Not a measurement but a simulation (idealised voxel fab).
Module name: voxel double patterning (process module)
The width of the displayed cross-section, cut, is 265 nm; its cells are square, with a size of 5 nm.
Heads up, the way a cross-section reads in here is a grid of square cells, handed over as bands from the top down, with every band being one or more rows of cells.
Quick guide to a band line: top height, bottom height (nm) up front; then every material left to right with its width in nm. Only one material and it's marked "throughout"? Then it fills the band edge to edge. And "air" just means empty space.
Heights are expressed relative to 0, this being the level below which the as-received wafer comprises one material exclusively. The lowest band is unbounded in the downward direction and is denoted as in "0 -> down".
Quick explanation for "30 to 40": the width changes in equal steps down the rows of cells, from the first number in the band's top row to the second number in its bottom row.
For the purposes of this document, the phrase "remains unaltered" attached to a step denotes that no cell within the cross-section was modified by that step.
So "Sealed cavities" is basically the list of trapped voids: any empty space of 8 cells or more that can't reach the top through an opening. They're written width x height at distance, the distance being from the left edge, and it's all nm.
It should be noted that, on the line of a given step, the content following the step's settings is a remark produced by the simulator itself with respect to that step.
"overlay nm" answers the question of how far to the right of plan the mask lay on a step that has a mask, and when it is negative the answer is to the left.

The steps planned for the process are as follows:
- 1: RECEIVE | material Si
- 2: CONFORMAL_DEP | material SiO2 | thk nm 10
- 3: DIRECTIONAL_DEP | material polySi | thk nm 10
- 4: DIRECTIONAL_DEP | material SiCN | thk nm 5
- 5: DIRECTIONAL_DEP | material aC | thk nm 15
- 6: PATTERN | tone open | mask id FIRST | material resist | width nm 15 | pitch nm 50 | thk nm 30 | overlay nm 0
- 7: DIRECTIONAL_ETCH | etch materials aC | depth nm 15
- 8: STRIP | etch materials resist
- 9: DIRECTIONAL_ETCH | etch materials SiCN | depth nm 5
- 10: STRIP | etch materials aC
- 11: PATTERN | tone open | mask id SECOND | material resist | width nm 15 | thk nm 15 | overlay nm 0
- 12: DIRECTIONAL_ETCH | etch materials SiCN | depth nm 5
- 13: STRIP | etch materials resist
- 14: DIRECTIONAL_ETCH | etch materials polySi | depth nm 10
- 15: STRIP | etch materials SiCN

Here's what the wafer looked like in cross-section when it arrived - that's after step 1:
> 0 -> down  Si throughout
> Sealed cavities: none

End-of-module cross-section of the first of two wafers, processed as planned:
> 20 -> 10  polySi=100, air=15, polySi=10, air=15, polySi=10, air=15, polySi=100
> 10 -> 0  SiO2 throughout
> 0 -> down  Si throughout
> Sealed cavities: none

This cross-section belongs to the second wafer of two at the end of the module; the start and the plan were shared with the first, and the run included one mistake:
> 10 -> 0  polySi=100, air=15, polySi=10, air=15, polySi=10, air=15, polySi=100
> 0 -> down  Si throughout
> Sealed cavities: none
Against the plan, the run slipped here: step 2 from the plan never happened, it was just skipped
Final difference in cells, second wafer against first, listed per material as more or fewer: 106 fewer of SiO2
